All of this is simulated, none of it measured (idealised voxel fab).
The process module presented herein is designated voxel ribs on slabs.
The figure presents cross-section cut, which has a width of 220 nm and is divided into square cells with an edge length of 5 nm.
A cross-section is written here as square cells arranged in a grid, and it is given in bands from the top down, each band taking up one or more rows of cells. Band entry format. Leading values: height of top, height of bottom, nm. Remainder: materials in left-to-right order, each with its width in nm. Special words: "edge to edge" on a single material, which then fills the band edge to edge; "air", empty space. Heads up on the height convention: 0 is the point under which the incoming wafer is all one material, and the lowest band has no bottom, it just keeps going down, like "0 and below". With a width like "30->40", each row of cells in the band differs from the next by the same amount, the top row carrying the first number and the bottom row the second. "nothing different" for a step: no cell of the cross-section changed in that step. So "Closed internal voids" is basically the list of trapped voids: any empty space of 8 cells or more that can't reach the top through an opening. They're written width x height at distance, the distance being from the left edge, and it's all nm. Note: text after step settings on the step line = simulator remark on that step. overlay nm: mask offset rightward from planned place, masked step; negative means leftward offset.

Process steps foreseen in the plan
1: RECEIVE with material Si
2: DIRECTIONAL_DEP with material SiO2, thk nm 20
3: DIRECTIONAL_DEP with material SiN, thk nm 15
4: PATTERN with tone cover, mask id RIB, material resist, width nm 20, thk nm 15, overlay nm 0
5: DIRECTIONAL_ETCH with etch materials SiN, depth nm 10
6: STRIP with etch materials resist
7: PATTERN with tone cover, mask id SLAB, material resist, width nm 60, thk nm 20, overlay nm 0
8: DIRECTIONAL_ETCH with etch materials SiN, depth nm 5
9: STRIP with etch materials resist
10: FILL_DEP with material SiO2, thk nm 20
11: CMP with height nm 45
12: DIRECTIONAL_DEP with material W, thk nm 5
13: PATTERN with tone cover, mask id HEATER, material resist, width nm 30, thk nm 20, overlay nm 0
14: DIRECTIONAL_ETCH with etch materials W, depth nm 5
15: STRIP with etch materials resist
16: CONFORMAL_DEP with material SiN, thk nm 10

Cross-sectional view of the wafer in its as-received condition, corresponding to the state after step 1
    0 and below  Si edge to edge
    Closed internal voids: none

The cross-section shown corresponds to the wafer at the conclusion of the module. The initial structure and the process plan are those presented above; however, one mistake occurred in executing the plan
    70 down to 65  85 air / 50 SiN / 85 air
    65 down to 60  SiN edge to edge
    60 down to 55  95 SiN / 30 W / 95 SiN
    55 down to 45  W edge to edge
    45 down to 35  SiO2 edge to edge
    35 down to 25  100 SiO2 / 20 SiN / 100 SiO2
    25 down to 20  80 SiO2 / 60 SiN / 80 SiO2
    20 down to 0  SiO2 edge to edge
    0 and below  Si edge to edge
    Closed internal voids: none
Diagnosis: note that step 12 departed from the planned setting and was carried out as DIRECTIONAL_DEP with material W, thk nm 15
